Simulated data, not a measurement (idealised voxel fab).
This is a process module. Its name is voxel wiring stack.
160 nm wide, 5 nm square cells: that's cross-section cut.
The cross-sections in this document take the form of a grid made of square cells. They are written out as bands, in order from top to bottom. Each band consists of one or more rows of cells. Each band's line starts with the height of the band's top and of its bottom, in nm. Then come its materials from left to right, each with its width in nm. One material with "throughout" fills the band from edge to edge. "empty" is empty space. Heights are reckoned from 0. Under this level, the received wafer is all of one material. The bottommost band is open-ended downward, for example "0..down". Read "30->40" as a graded width: first number on top, second number at the bottom, same change between each pair of neighbouring rows. "remained unchanged" for a step: no cell of the cross-section changed in that step. Empty spaces counting at least 8 cells and having no open way to the top are listed in "Sealed void list". The notation width x height at distance is used for each, the distance being from the left edge and all three values in nm. Note: text after step settings on the step line = simulator remark on that step. For masked steps, "overlay nm" on the step line gives how far right of plan the mask actually lay; a minus sign means it lay to the left. Reading key. Pairs: pre-step and post-step cross-section, one process step apart; post-step view only to lowest changed band. Step between + settings: beneath pair. Runs: pairs may be from different runs of this module, same starting wafer. Continuation from pair above: only where "Before-step section" entry says.

Before-step section
	75..70: 35 of empty; 35 of TiN; 90 of empty
	70..65: 35 of empty; 35 of Ru; 90 of empty
	65..60: 35 of TiN; 35 of Ru; 90 of TiN
	60..40: 45 of lowk; 15 of Ru; 100 of lowk
	40..35: 45 of SiCN; 15 of Ru; 100 of SiCN
	35..15: 45 of SiO2; 5 of TiN; 15 of Ru; 5 of TiN; 20 of SiO2; 5 of TiN; 15 of Ru; 5 of TiN; 45 of SiO2
	15..10: 45 of SiN; 25 of TiN; 20 of SiN; 25 of TiN; 45 of SiN
	10..0: SiO2 throughout
	0..down: Si throughout
	Sealed void list: none

Post-Step Cross-Section
	95..85: 35 of empty; 35 of Ru; 90 of empty
	85..75: Ru throughout
	75..70: 35 of Ru; 35 of TiN; 90 of Ru
	70..65: Ru throughout
	Everything below 65 is unchanged.
	Sealed void list: none
So what happened between those two cross-sections up there? DIRECTIONAL_DEP,material Ru,thk nm 20

Before-step section: after-state, pair directly above.

Post-Step Cross-Section
	95..85: 45 of empty; 25 of Ru; 90 of empty
	85..75: 45 of empty; 25 of Ru; 20 of empty; 25 of Ru; 45 of empty
	75..70: 35 of empty; 35 of TiN; 20 of empty; 25 of Ru; 45 of empty
	70..65: 35 of empty; 35 of Ru; 20 of empty; 25 of Ru; 45 of empty
	Everything below 65 is unchanged.
	Sealed void list: none
So what happened between those two cross-sections up there? MASKED_ETCH,tone cover,mask id METAL_2,width nm 25,pitch nm 45,etch materials Ru,depth nm 20,overlay nm 0

Before-step section: after-state, pair directly above.

Post-Step Cross-Section
	95..85: 45 of empty; 25 of Ru; 90 of empty
	85..75: 45 of empty; 25 of Ru; 20 of empty; 25 of Ru; 45 of empty
	75..70: 45 of empty; 25 of TiN; 20 of empty; 25 of Ru; 45 of empty
	70..65: 35 of empty; 35 of Ru; 20 of empty; 25 of Ru; 45 of empty
	65..60: 35 of empty; 35 of Ru; 20 of empty; 25 of TiN; 45 of empty
	Everything below 60 is unchanged.
	Sealed void list: none
So what happened between those two cross-sections up there? MASKED_ETCH,tone cover,mask id METAL_2,width nm 25,pitch nm 45,etch materials TiN,depth nm 5,overlay nm 0

Before-step section: after-state, pair directly above.

Post-Step Cross-Section
	105..95: SiO2 throughout
	95..85: 45 of SiO2; 25 of Ru; 90 of SiO2
	85..75: 45 of SiO2; 25 of Ru; 20 of SiO2; 25 of Ru; 45 of SiO2
	75..70: 45 of SiO2; 25 of TiN; 20 of SiO2; 25 of Ru; 45 of SiO2
	70..65: 35 of SiO2; 35 of Ru; 20 of SiO2; 25 of Ru; 45 of SiO2
	65..60: 35 of SiO2; 35 of Ru; 20 of SiO2; 25 of TiN; 45 of SiO2
	Everything below 60 is unchanged.
	Sealed void list: none
So what happened between those two cross-sections up there? FILL_DEP,material SiO2,thk nm 10

Before-step section: after-state, pair directly above.

Post-Step Cross-Section
	85..75: 45 of SiO2; 25 of Ru; 20 of SiO2; 25 of Ru; 45 of SiO2
	Everything below 75 is unchanged.
	Sealed void list: none
So what happened between those two cross-sections up there? CMP,height nm 85

Before-step section: after-state, pair directly above.

Post-Step Cross-Section
	90..85: SiCN throughout
	Everything below 85 is unchanged.
	Sealed void list: none
So what happened between those two cross-sections up there? CONFORMAL_DEP,material SiCN,thk nm 5

Before-step section: after-state, pair directly above.

Post-Step Cross-Section
	125..90: lowk throughout
	Everything below 90 is unchanged.
	Sealed void list: none
So what happened between those two cross-sections up there? DIRECTIONAL_DEP,material lowk,thk nm 35

Before-step section: after-state, pair directly above.

Post-Step Cross-Section
	140..125: aC throughout
	Everything below 125 is unchanged.
	Sealed void list: none
So what happened between those two cross-sections up there? DIRECTIONAL_DEP,material aC,thk nm 15

Before-step section: after-state, pair directly above.

Post-Step Cross-Section
	175..140: 45 of resist; 15 of empty; 100 of resist
	Everything below 140 is unchanged.
	Sealed void list: none
So what happened between those two cross-sections up there? PATTERN,tone open,mask id METAL_3_HOLES,material resist,width nm 15,thk nm 35,overlay nm 0

Before-step section: after-state, pair directly above.

Post-Step Cross-Section
	160..140: 45 of resist; 15 of empty; 100 of resist
	140..125: 45 of aC; 15 of empty; 100 of aC
	Everything below 125 is unchanged.
	Sealed void list: none
So what happened between those two cross-sections up there? DIRECTIONAL_ETCH,etch materials aC,depth nm 15

Before-step section: after-state, pair directly above.

Post-Step Cross-Section
	140..125: 45 of aC; 15 of empty; 100 of aC
	Everything below 125 is unchanged.
	Sealed void list: none
So what happened between those two cross-sections up there? STRIP,etch materials resist

Before-step section: after-state, pair directly above.

Post-Step Cross-Section
	140..125: 45 of aC; 15 of empty; 100 of aC
	125..90: 45 of lowk; 15 of empty; 100 of lowk
	Everything below 90 is unchanged.
	Sealed void list: none
So what happened between those two cross-sections up there? DIRECTIONAL_ETCH,etch materials lowk,depth nm 35

Before-step section: after-state, pair directly above.

Post-Step Cross-Section
	125..90: 45 of lowk; 15 of empty; 100 of lowk
	Everything below 90 is unchanged.
	Sealed void list: none
So what happened between those two cross-sections up there? STRIP,etch materials aC

Before-step section: after-state, pair directly above.

Post-Step Cross-Section
	145..125: 45 of resist; 25 of empty; 20 of resist; 25 of empty; 45 of resist
	Everything below 125 is unchanged.
	Sealed void list: none
So what happened between those two cross-sections up there? PATTERN,tone open,mask id METAL_3,material resist,width nm 25,pitch nm 45,thk nm 20,overlay nm 0

Before-step section: after-state, pair directly above.

Post-Step Cross-Section
	145..125: 45 of resist; 25 of empty; 20 of resist; 25 of empty; 45 of resist
	125..105: 45 of lowk; 25 of empty; 20 of lowk; 25 of empty; 45 of lowk
	Everything below 105 is unchanged.
	Sealed void list: none
So what happened between those two cross-sections up there? DIRECTIONAL_ETCH,etch materials lowk,depth nm 20

Before-step section: after-state, pair directly above.

Post-Step Cross-Section
	145..125: 45 of resist; 25 of empty; 20 of resist; 25 of empty; 45 of resist
	125..105: 45 of lowk; 25 of empty; 20 of lowk; 25 of empty; 45 of lowk
	105..90: 45 of lowk; 15 of empty; 100 of lowk
	90..85: 45 of SiCN; 15 of empty; 100 of SiCN
	Everything below 85 is unchanged.
	Sealed void list: none
So what happened between those two cross-sections up there? DIRECTIONAL_ETCH,etch materials SiCN,depth nm 5

Before-step section: after-state, pair directly above.

Post-Step Cross-Section
	125..105: 45 of lowk; 25 of empty; 20 of lowk; 25 of empty; 45 of lowk
	Everything below 105 is unchanged.
	Sealed void list: none
So what happened between those two cross-sections up there? STRIP,etch materials resist

Before-step section: after-state, pair directly above.

Post-Step Cross-Section
	130..125: 50 of TiN; 15 of empty; 30 of TiN; 15 of empty; 50 of TiN
	125..110: 45 of lowk; 5 of TiN; 15 of empty; 5 of TiN; 20 of lowk; 5 of TiN; 15 of empty; 5 of TiN; 45 of lowk
	110..105: 45 of lowk; 5 of TiN; 5 of empty; 15 of TiN; 20 of lowk; 25 of TiN; 45 of lowk
	105..90: 45 of lowk; 5 of TiN; 5 of empty; 5 of TiN; 100 of lowk
	90..85: 45 of SiCN; 15 of TiN; 100 of SiCN
	Everything below 85 is unchanged.
	Sealed void list: none
So what happened between those two cross-sections up there? CONFORMAL_DEP,material TiN,thk nm 5

Before-step section: after-state, pair directly above.

Post-Step Cross-Section
	140..130: Cu throughout
	130..125: 50 of TiN; 15 of Cu; 30 of TiN; 15 of Cu; 50 of TiN
	125..110: 45 of lowk; 5 of TiN; 15 of Cu; 5 of TiN; 20 of lowk; 5 of TiN; 15 of Cu; 5 of TiN; 45 of lowk
	110..105: 45 of lowk; 5 of TiN; 5 of Cu; 15 of TiN; 20 of lowk; 25 of TiN; 45 of lowk
	105..90: 45 of lowk; 5 of TiN; 5 of Cu; 5 of TiN; 100 of lowk
	Everything below 90 is unchanged.
	Sealed void list: none
So what happened between those two cross-sections up there? FILL_DEP,material Cu,thk nm 10

Before-step section: after-state, pair directly above.

Post-Step Cross-Section
	125..110: 45 of lowk; 5 of TiN; 15 of Cu; 5 of TiN; 20 of lowk; 5 of TiN; 15 of Cu; 5 of TiN; 45 of lowk
	Everything below 110 is unchanged.
	Sealed void list: none
So what happened between those two cross-sections up there? CMP,height nm 125

Before-step section: after-state, pair directly above.

Post-Step Cross-Section
	130..125: SiCN throughout
	Everything below 125 is unchanged.
	Sealed void list: none
So what happened between those two cross-sections up there? CONFORMAL_DEP,material SiCN,thk nm 5

Before-step section
	0..down: Si throughout
	Sealed void list: none

Post-Step Cross-Section
	5..0: SiN throughout
	Everything below 0 is unchanged.
	Sealed void list: none
So what happened between those two cross-sections up there? CONFORMAL_DEP,material SiN,thk nm 5

Before-step section: after-state, pair directly above.

Post-Step Cross-Section
	15..5: SiO2 throughout
	Everything below 5 is unchanged.
	Sealed void list: none
So what happened between those two cross-sections up there? CONFORMAL_DEP,material SiO2,thk nm 10

Before-step section: after-state, pair directly above.

Post-Step Cross-Section
	35..5: SiO2 throughout
	Everything below 5 is unchanged.
	Sealed void list: none
So what happened between those two cross-sections up there? DIRECTIONAL_DEP,material SiO2,thk nm 20

Before-step section: after-state, pair directly above.

Post-Step Cross-Section
	50..35: aC throughout
	Everything below 35 is unchanged.
	Sealed void list: none
So what happened between those two cross-sections up there? DIRECTIONAL_DEP,material aC,thk nm 15

Before-step section: after-state, pair directly above.

Post-Step Cross-Section
	80..50: 45 of resist; 25 of empty; 20 of resist; 25 of empty; 45 of resist
	Everything below 50 is unchanged.
	Sealed void list: none
So what happened between those two cross-sections up there? PATTERN,tone open,mask id METAL_1,material resist,width nm 25,pitch nm 45,thk nm 30,overlay nm 0

Before-step section: after-state, pair directly above.

Post-Step Cross-Section
	65..50: 45 of resist; 25 of empty; 20 of resist; 25 of empty; 45 of resist
	50..35: 45 of aC; 25 of empty; 20 of aC; 25 of empty; 45 of aC
	Everything below 35 is unchanged.
	Sealed void list: none
So what happened between those two cross-sections up there? DIRECTIONAL_ETCH,etch materials aC,depth nm 15

Before-step section: after-state, pair directly above.

Post-Step Cross-Section
	50..35: 45 of aC; 25 of empty; 20 of aC; 25 of empty; 45 of aC
	Everything below 35 is unchanged.
	Sealed void list: none
So what happened between those two cross-sections up there? STRIP,etch materials resist

Before-step section: after-state, pair directly above.

Post-Step Cross-Section
	50..35: 45 of aC; 25 of empty; 20 of aC; 25 of empty; 45 of aC
	35..15: 45 of SiO2; 25 of empty; 20 of SiO2; 25 of empty; 45 of SiO2
	Everything below 15 is unchanged.
	Sealed void list: none
So what happened between those two cross-sections up there? DIRECTIONAL_ETCH,etch materials SiO2,depth nm 20

Before-step section: after-state, pair directly above.

Post-Step Cross-Section
	35..15: 45 of SiO2; 25 of empty; 20 of SiO2; 25 of empty; 45 of SiO2
	Everything below 15 is unchanged.
	Sealed void list: none
So what happened between those two cross-sections up there? STRIP,etch materials aC

Before-step section: after-state, pair directly above.

Post-Step Cross-Section
	40..35: 50 of TiN; 15 of empty; 30 of TiN; 15 of empty; 50 of TiN
	35..20: 45 of SiO2; 5 of TiN; 15 of empty; 5 of TiN; 20 of SiO2; 5 of TiN; 15 of empty; 5 of TiN; 45 of SiO2
	20..15: 45 of SiO2; 25 of TiN; 20 of SiO2; 25 of TiN; 45 of SiO2
	Everything below 15 is unchanged.
	Sealed void list: none
So what happened between those two cross-sections up there? CONFORMAL_DEP,material TiN,thk nm 5

Before-step section: after-state, pair directly above.

Post-Step Cross-Section
	45..40: Ru throughout
	40..35: 50 of TiN; 15 of Ru; 30 of TiN; 15 of Ru; 50 of TiN
	35..20: 45 of SiO2; 5 of TiN; 15 of Ru; 5 of TiN; 20 of SiO2; 5 of TiN; 15 of Ru; 5 of TiN; 45 of SiO2
	Everything below 20 is unchanged.
	Sealed void list: none
So what happened between those two cross-sections up there? FILL_DEP,material Ru,thk nm 5

Before-step section: after-state, pair directly above.

Post-Step Cross-Section
	35..20: 45 of SiO2; 5 of TiN; 15 of Ru; 5 of TiN; 20 of SiO2; 5 of TiN; 15 of Ru; 5 of TiN; 45 of SiO2
	Everything below 20 is unchanged.
	Sealed void list: none
So what happened between those two cross-sections up there? CMP,height nm 35

Before-step section: after-state, pair directly above.

Post-Step Cross-Section
	40..35: SiCN throughout
	Everything below 35 is unchanged.
	Sealed void list: none
So what happened between those two cross-sections up there? CONFORMAL_DEP,material SiCN,thk nm 5

Before-step section: after-state, pair directly above.

Post-Step Cross-Section
	60..40: lowk throughout
	Everything below 40 is unchanged.
	Sealed void list: none
So what happened between those two cross-sections up there? DIRECTIONAL_DEP,material lowk,thk nm 20

Before-step section: after-state, pair directly above.

Post-Step Cross-Section
	70..60: aC throughout
	Everything below 60 is unchanged.
	Sealed void list: none
So what happened between those two cross-sections up there? DIRECTIONAL_DEP,material aC,thk nm 10

Before-step section: after-state, pair directly above.

Post-Step Cross-Section
	100..70: 45 of resist; 15 of empty; 100 of resist
	Everything below 70 is unchanged.
	Sealed void list: none
So what happened between those two cross-sections up there? PATTERN,tone open,mask id PLUG_1,material resist,width nm 15,thk nm 30,overlay nm 0

Before-step section: after-state, pair directly above.

Post-Step Cross-Section
	90..70: 45 of resist; 15 of empty; 100 of resist
	70..60: 45 of aC; 15 of empty; 100 of aC
	Everything below 60 is unchanged.
	Sealed void list: none
So what happened between those two cross-sections up there? DIRECTIONAL_ETCH,etch materials aC,depth nm 10

Before-step section: after-state, pair directly above.

Post-Step Cross-Section
	70..60: 45 of aC; 15 of empty; 100 of aC
	Everything below 60 is unchanged.
	Sealed void list: none
So what happened between those two cross-sections up there? STRIP,etch materials resist

Before-step section: after-state, pair directly above.

Post-Step Cross-Section
	70..60: 45 of aC; 15 of empty; 100 of aC
	60..40: 45 of lowk; 15 of empty; 100 of lowk
	Everything below 40 is unchanged.
	Sealed void list: none
So what happened between those two cross-sections up there? DIRECTIONAL_ETCH,etch materials lowk,depth nm 20

Before-step section: after-state, pair directly above.

Post-Step Cross-Section
	70..60: 45 of aC; 15 of empty; 100 of aC
	60..40: 45 of lowk; 15 of empty; 100 of lowk
	40..35: 45 of SiCN; 15 of empty; 100 of SiCN
	Everything below 35 is unchanged.
	Sealed void list: none
So what happened between those two cross-sections up there? DIRECTIONAL_ETCH,etch materials SiCN,depth nm 5

Before-step section: after-state, pair directly above.

Post-Step Cross-Section
	60..40: 45 of lowk; 15 of empty; 100 of lowk
	Everything below 40 is unchanged.
	Sealed void list: none
So what happened between those two cross-sections up there? STRIP,etch materials aC

Before-step section: after-state, pair directly above.

Post-Step Cross-Section
	60..45: 45 of lowk; 15 of empty; 100 of lowk
	45..40: 45 of lowk; 15 of Ru; 100 of lowk
	40..35: 45 of SiCN; 15 of Ru; 100 of SiCN
	Everything below 35 is unchanged.
	Sealed void list: none
So what happened between those two cross-sections up there? EPI,material Ru,thk nm 10

Before-step section: after-state, pair directly above.

Post-Step Cross-Section
	60..55: 45 of lowk; 15 of empty; 100 of lowk
	55..40: 45 of lowk; 15 of Ru; 100 of lowk
	Everything below 40 is unchanged.
	Sealed void list: none
So what happened between those two cross-sections up there? EPI,material Ru,thk nm 10

Before-step section: after-state, pair directly above.

Post-Step Cross-Section
	60..40: 45 of lowk; 15 of Ru; 100 of lowk
	Everything below 40 is unchanged.
	Sealed void list: none
So what happened between those two cross-sections up there? EPI,material Ru,thk nm 5

Before-step section: after-state, pair directly above.

Post-Step Cross-Section
	65..60: TiN throughout
	Everything below 60 is unchanged.
	Sealed void list: none
So what happened between those two cross-sections up there? DIRECTIONAL_DEP,material TiN,thk nm 5

Before-step section: after-state, pair directly above.

Post-Step Cross-Section
	85..65: Ru throughout
	Everything below 65 is unchanged.
	Sealed void list: none
So what happened between those two cross-sections up there? DIRECTIONAL_DEP,material Ru,thk nm 20

Before-step section: after-state, pair directly above.

Post-Step Cross-Section
	85..65: 45 of empty; 25 of Ru; 20 of empty; 25 of Ru; 45 of empty
	Everything below 65 is unchanged.
	Sealed void list: none
So what happened between those two cross-sections up there? MASKED_ETCH,tone cover,mask id METAL_2,width nm 25,pitch nm 45,etch materials Ru,depth nm 20,overlay nm 0

Before-step section: after-state, pair directly above.

Post-Step Cross-Section
	85..65: 45 of empty; 25 of Ru; 20 of empty; 25 of Ru; 45 of empty
	65..60: 45 of empty; 25 of TiN; 20 of empty; 25 of TiN; 45 of empty
	Everything below 60 is unchanged.
	Sealed void list: none
So what happened between those two cross-sections up there? MASKED_ETCH,tone cover,mask id METAL_2,width nm 25,pitch nm 45,etch materials TiN,depth nm 5,overlay nm 0

Before-step section: after-state, pair directly above.

Post-Step Cross-Section
	95..85: SiO2 throughout
	85..65: 45 of SiO2; 25 of Ru; 20 of SiO2; 25 of Ru; 45 of SiO2
	65..60: 45 of SiO2; 25 of TiN; 20 of SiO2; 25 of TiN; 45 of SiO2
	Everything below 60 is unchanged.
	Sealed void list: none
So what happened between those two cross-sections up there? FILL_DEP,material SiO2,thk nm 10

Before-step section: after-state, pair directly above.

Post-Step Cross-Section
	85..65: 45 of SiO2; 25 of Ru; 20 of SiO2; 25 of Ru; 45 of SiO2
	Everything below 65 is unchanged.
	Sealed void list: none
So what happened between those two cross-sections up there? CMP,height nm 85

Before-step section: after-state, pair directly above.

Post-Step Cross-Section
	90..85: SiCN throughout
	Everything below 85 is unchanged.
	Sealed void list: none
So what happened between those two cross-sections up there? CONFORMAL_DEP,material SiCN,thk nm 5

Before-step section: after-state, pair directly above.

Post-Step Cross-Section
	125..90: lowk throughout
	Everything below 90 is unchanged.
	Sealed void list: none
So what happened between those two cross-sections up there? DIRECTIONAL_DEP,material lowk,thk nm 35

Before-step section: after-state, pair directly above.

Post-Step Cross-Section
	140..125: aC throughout
	Everything below 125 is unchanged.
	Sealed void list: none
So what happened between those two cross-sections up there? DIRECTIONAL_DEP,material aC,thk nm 15

Before-step section: after-state, pair directly above.

Post-Step Cross-Section
	175..140: 45 of resist; 15 of empty; 100 of resist
	Everything below 140 is unchanged.
	Sealed void list: none
So what happened between those two cross-sections up there? PATTERN,tone open,mask id METAL_3_HOLES,material resist,width nm 15,thk nm 35,overlay nm 0

Before-step section: after-state, pair directly above.

Post-Step Cross-Section
	160..140: 45 of resist; 15 of empty; 100 of resist
	140..125: 45 of aC; 15 of empty; 100 of aC
	Everything below 125 is unchanged.
	Sealed void list: none
So what happened between those two cross-sections up there? DIRECTIONAL_ETCH,etch materials aC,depth nm 15

Before-step section: after-state, pair directly above.

Post-Step Cross-Section
	140..125: 45 of aC; 15 of empty; 100 of aC
	Everything below 125 is unchanged.
	Sealed void list: none
So what happened between those two cross-sections up there? STRIP,etch materials resist

Before-step section: after-state, pair directly above.

Post-Step Cross-Section
	140..125: 45 of aC; 15 of empty; 100 of aC
	125..90: 45 of lowk; 15 of empty; 100 of lowk
	Everything below 90 is unchanged.
	Sealed void list: none
So what happened between those two cross-sections up there? DIRECTIONAL_ETCH,etch materials lowk,depth nm 35

Before-step section: after-state, pair directly above.

Post-Step Cross-Section
	125..90: 45 of lowk; 15 of empty; 100 of lowk
	Everything below 90 is unchanged.
	Sealed void list: none
So what happened between those two cross-sections up there? STRIP,etch materials aC

Before-step section: after-state, pair directly above.

Post-Step Cross-Section
	145..125: 45 of resist; 25 of empty; 20 of resist; 25 of empty; 45 of resist
	Everything below 125 is unchanged.
	Sealed void list: none
So what happened between those two cross-sections up there? PATTERN,tone open,mask id METAL_3,material resist,width nm 25,pitch nm 45,thk nm 20,overlay nm 0

Before-step section: after-state, pair directly above.

Post-Step Cross-Section
	145..125: 45 of resist; 25 of empty; 20 of resist; 25 of empty; 45 of resist
	125..105: 45 of lowk; 25 of empty; 20 of lowk; 25 of empty; 45 of lowk
	Everything below 105 is unchanged.
	Sealed void list: none
So what happened between those two cross-sections up there? DIRECTIONAL_ETCH,etch materials lowk,depth nm 20

Before-step section: after-state, pair directly above.

Post-Step Cross-Section
	145..125: 45 of resist; 25 of empty; 20 of resist; 25 of empty; 45 of resist
	125..105: 45 of lowk; 25 of empty; 20 of lowk; 25 of empty; 45 of lowk
	105..90: 45 of lowk; 15 of empty; 100 of lowk
	90..85: 45 of SiCN; 15 of empty; 100 of SiCN
	Everything below 85 is unchanged.
	Sealed void list: none
So what happened between those two cross-sections up there? DIRECTIONAL_ETCH,etch materials SiCN,depth nm 5

Before-step section: after-state, pair directly above.

Post-Step Cross-Section
	125..105: 45 of lowk; 25 of empty; 20 of lowk; 25 of empty; 45 of lowk
	Everything below 105 is unchanged.
	Sealed void list: none
So what happened between those two cross-sections up there? STRIP,etch materials resist

Before-step section: after-state, pair directly above.

Post-Step Cross-Section
	130..125: 50 of TiN; 15 of empty; 30 of TiN; 15 of empty; 50 of TiN
	125..110: 45 of lowk; 5 of TiN; 15 of empty; 5 of TiN; 20 of lowk; 5 of TiN; 15 of empty; 5 of TiN; 45 of lowk
	110..105: 45 of lowk; 5 of TiN; 5 of empty; 15 of TiN; 20 of lowk; 25 of TiN; 45 of lowk
	105..90: 45 of lowk; 5 of TiN; 5 of empty; 5 of TiN; 100 of lowk
	90..85: 45 of SiCN; 15 of TiN; 100 of SiCN
	Everything below 85 is unchanged.
	Sealed void list: none
So what happened between those two cross-sections up there? CONFORMAL_DEP,material TiN,thk nm 5

Before-step section: after-state, pair directly above.

Post-Step Cross-Section
	140..130: Cu throughout
	130..125: 50 of TiN; 15 of Cu; 30 of TiN; 15 of Cu; 50 of TiN
	125..110: 45 of lowk; 5 of TiN; 15 of Cu; 5 of TiN; 20 of lowk; 5 of TiN; 15 of Cu; 5 of TiN; 45 of lowk
	110..105: 45 of lowk; 5 of TiN; 5 of Cu; 15 of TiN; 20 of lowk; 25 of TiN; 45 of lowk
	105..90: 45 of lowk; 5 of TiN; 5 of Cu; 5 of TiN; 100 of lowk
	Everything below 90 is unchanged.
	Sealed void list: none
So what happened between those two cross-sections up there? FILL_DEP,material Cu,thk nm 10

Before-step section: after-state, pair directly above.

Post-Step Cross-Section
	125..110: 45 of lowk; 5 of TiN; 15 of Cu; 5 of TiN; 20 of lowk; 5 of TiN; 15 of Cu; 5 of TiN; 45 of lowk
	Everything below 110 is unchanged.
	Sealed void list: none
So what happened between those two cross-sections up there? CMP,height nm 125

Before-step section: after-state, pair directly above.

Post-Step Cross-Section
	130..125: SiCN throughout
	Everything below 125 is unchanged.
	Sealed void list: none
So what happened between those two cross-sections up there? CONFORMAL_DEP,material SiCN,thk nm 5

Before-step section
	40..35: SiCN throughout
	35..15: 45 of SiO2; 5 of TiN; 15 of Ru; 5 of TiN; 20 of SiO2; 5 of TiN; 15 of Ru; 5 of TiN; 45 of SiO2
	15..10: 45 of SiN; 25 of TiN; 20 of SiN; 25 of TiN; 45 of SiN
	10..0: SiO2 throughout
	0..down: Si throughout
	Sealed void list: none

Post-Step Cross-Section
	55..40: lowk throughout
	Everything below 40 is unchanged.
	Sealed void list: none
So what happened between those two cross-sections up there? DIRECTIONAL_DEP,material lowk,thk nm 15

Before-step section: after-state, pair directly above.

Post-Step Cross-Section
	65..55: aC throughout
	Everything below 55 is unchanged.
	Sealed void list: none
So what happened between those two cross-sections up there? DIRECTIONAL_DEP,material aC,thk nm 10

Before-step section: after-state, pair directly above.

Post-Step Cross-Section
	95..65: 45 of resist; 15 of empty; 100 of resist
	Everything below 65 is unchanged.
	Sealed void list: none
So what happened between those two cross-sections up there? PATTERN,tone open,mask id PLUG_1,material resist,width nm 15,thk nm 30,overlay nm 0

Before-step section: after-state, pair directly above.

Post-Step Cross-Section
	85..65: 45 of resist; 15 of empty; 100 of resist
	65..55: 45 of aC; 15 of empty; 100 of aC
	Everything below 55 is unchanged.
	Sealed void list: none
So what happened between those two cross-sections up there? DIRECTIONAL_ETCH,etch materials aC,depth nm 10

Before-step section: after-state, pair directly above.

Post-Step Cross-Section
	65..55: 45 of aC; 15 of empty; 100 of aC
	Everything below 55 is unchanged.
	Sealed void list: none
So what happened between those two cross-sections up there? STRIP,etch materials resist

Before-step section: after-state, pair directly above.

Post-Step Cross-Section
	65..55: 45 of aC; 15 of empty; 100 of aC
	55..40: 45 of lowk; 15 of empty; 100 of lowk
	Everything below 40 is unchanged.
	Sealed void list: none
So what happened between those two cross-sections up there? DIRECTIONAL_ETCH,etch materials lowk,depth nm 20

Before-step section: after-state, pair directly above.

Post-Step Cross-Section
	65..55: 45 of aC; 15 of empty; 100 of aC
	55..40: 45 of lowk; 15 of empty; 100 of lowk
	40..35: 45 of SiCN; 15 of empty; 100 of SiCN
	Everything below 35 is unchanged.
	Sealed void list: none
So what happened between those two cross-sections up there? DIRECTIONAL_ETCH,etch materials SiCN,depth nm 5

Before-step section: after-state, pair directly above.

Post-Step Cross-Section
	55..40: 45 of lowk; 15 of empty; 100 of lowk
	Everything below 40 is unchanged.
	Sealed void list: none
So what happened between those two cross-sections up there? STRIP,etch materials aC

Before-step section: after-state, pair directly above.

Post-Step Cross-Section
	55..45: 45 of lowk; 15 of empty; 100 of lowk
	45..40: 45 of lowk; 15 of Ru; 100 of lowk
	40..35: 45 of SiCN; 15 of Ru; 100 of SiCN
	Everything below 35 is unchanged.
	Sealed void list: none
So what happened between those two cross-sections up there? EPI,material Ru,thk nm 10

Before-step section: after-state, pair directly above.

Post-Step Cross-Section
	55..40: 45 of lowk; 15 of Ru; 100 of lowk
	Everything below 40 is unchanged.
	Sealed void list: none
So what happened between those two cross-sections up there? EPI,material Ru,thk nm 10

Before-step section: after-state, pair directly above.

Post-Step Cross-Section
	60..55: 40 of empty; 25 of Ru; 95 of empty
	Everything below 55 is unchanged.
	Sealed void list: none
So what happened between those two cross-sections up there? EPI,material Ru,thk nm 5

Before-step section: after-state, pair directly above.

Post-Step Cross-Section
	65..60: 40 of empty; 25 of TiN; 95 of empty
	60..55: 40 of TiN; 25 of Ru; 95 of TiN
	Everything below 55 is unchanged.
	Sealed void list: none
So what happened between those two cross-sections up there? DIRECTIONAL_DEP,material TiN,thk nm 5

Before-step section: after-state, pair directly above.

Post-Step Cross-Section
	85..80: 40 of empty; 25 of Ru; 95 of empty
	80..65: Ru throughout
	65..60: 40 of Ru; 25 of TiN; 95 of Ru
	Everything below 60 is unchanged.
	Sealed void list: none
So what happened between those two cross-sections up there? DIRECTIONAL_DEP,material Ru,thk nm 20

Before-step section: after-state, pair directly above.

Post-Step Cross-Section
	85..80: 45 of empty; 20 of Ru; 95 of empty
	80..65: 45 of empty; 25 of Ru; 20 of empty; 25 of Ru; 45 of empty
	65..60: 40 of empty; 25 of TiN; 5 of Ru; 20 of empty; 25 of Ru; 45 of empty
	Everything below 60 is unchanged.
	Sealed void list: none
So what happened between those two cross-sections up there? MASKED_ETCH,tone cover,mask id METAL_2,width nm 25,pitch nm 45,etch materials Ru,depth nm 20,overlay nm 0

Before-step section: after-state, pair directly above.

Post-Step Cross-Section
	85..80: 45 of empty; 20 of Ru; 95 of empty
	80..65: 45 of empty; 25 of Ru; 20 of empty; 25 of Ru; 45 of empty
	65..60: 45 of empty; 20 of TiN; 5 of Ru; 20 of empty; 25 of Ru; 45 of empty
	60..55: 40 of empty; 25 of Ru; 5 of TiN; 20 of empty; 25 of TiN; 45 of empty
	Everything below 55 is unchanged.
	Sealed void list: none
So what happened between those two cross-sections up there? MASKED_ETCH,tone cover,mask id METAL_2,width nm 25,pitch nm 45,etch materials TiN,depth nm 5,overlay nm 0

Before-step section: after-state, pair directly above.

Post-Step Cross-Section
	95..85: SiO2 throughout
	85..80: 45 of SiO2; 20 of Ru; 95 of SiO2
	80..65: 45 of SiO2; 25 of Ru; 20 of SiO2; 25 of Ru; 45 of SiO2
	65..60: 45 of SiO2; 20 of TiN; 5 of Ru; 20 of SiO2; 25 of Ru; 45 of SiO2
	60..55: 40 of SiO2; 25 of Ru; 5 of TiN; 20 of SiO2; 25 of TiN; 45 of SiO2
	Everything below 55 is unchanged.
	Sealed void list: none
So what happened between those two cross-sections up there? FILL_DEP,material SiO2,thk nm 10

Before-step section: after-state, pair directly above.

Post-Step Cross-Section
	85..80: 45 of SiO2; 20 of Ru; 95 of SiO2
	Everything below 80 is unchanged.
	Sealed void list: none
So what happened between those two cross-sections up there? CMP,height nm 85

Before-step section: after-state, pair directly above.

Post-Step Cross-Section
	90..85: SiCN throughout
	Everything below 85 is unchanged.
	Sealed void list: none
So what happened between those two cross-sections up there? CONFORMAL_DEP,material SiCN,thk nm 5

Before-step section: after-state, pair directly above.

Post-Step Cross-Section
	125..90: lowk throughout
	Everything below 90 is unchanged.
	Sealed void list: none
So what happened between those two cross-sections up there? DIRECTIONAL_DEP,material lowk,thk nm 35

Before-step section: after-state, pair directly above.

Post-Step Cross-Section
	140..125: aC throughout
	Everything below 125 is unchanged.
	Sealed void list: none
So what happened between those two cross-sections up there? DIRECTIONAL_DEP,material aC,thk nm 15

Before-step section: after-state, pair directly above.

Post-Step Cross-Section
	175..140: 45 of resist; 15 of empty; 100 of resist
	Everything below 140 is unchanged.
	Sealed void list: none
So what happened between those two cross-sections up there? PATTERN,tone open,mask id METAL_3_HOLES,material resist,width nm 15,thk nm 35,overlay nm 0

Before-step section: after-state, pair directly above.

Post-Step Cross-Section
	160..140: 45 of resist; 15 of empty; 100 of resist
	140..125: 45 of aC; 15 of empty; 100 of aC
	Everything below 125 is unchanged.
	Sealed void list: none
So what happened between those two cross-sections up there? DIRECTIONAL_ETCH,etch materials aC,depth nm 15
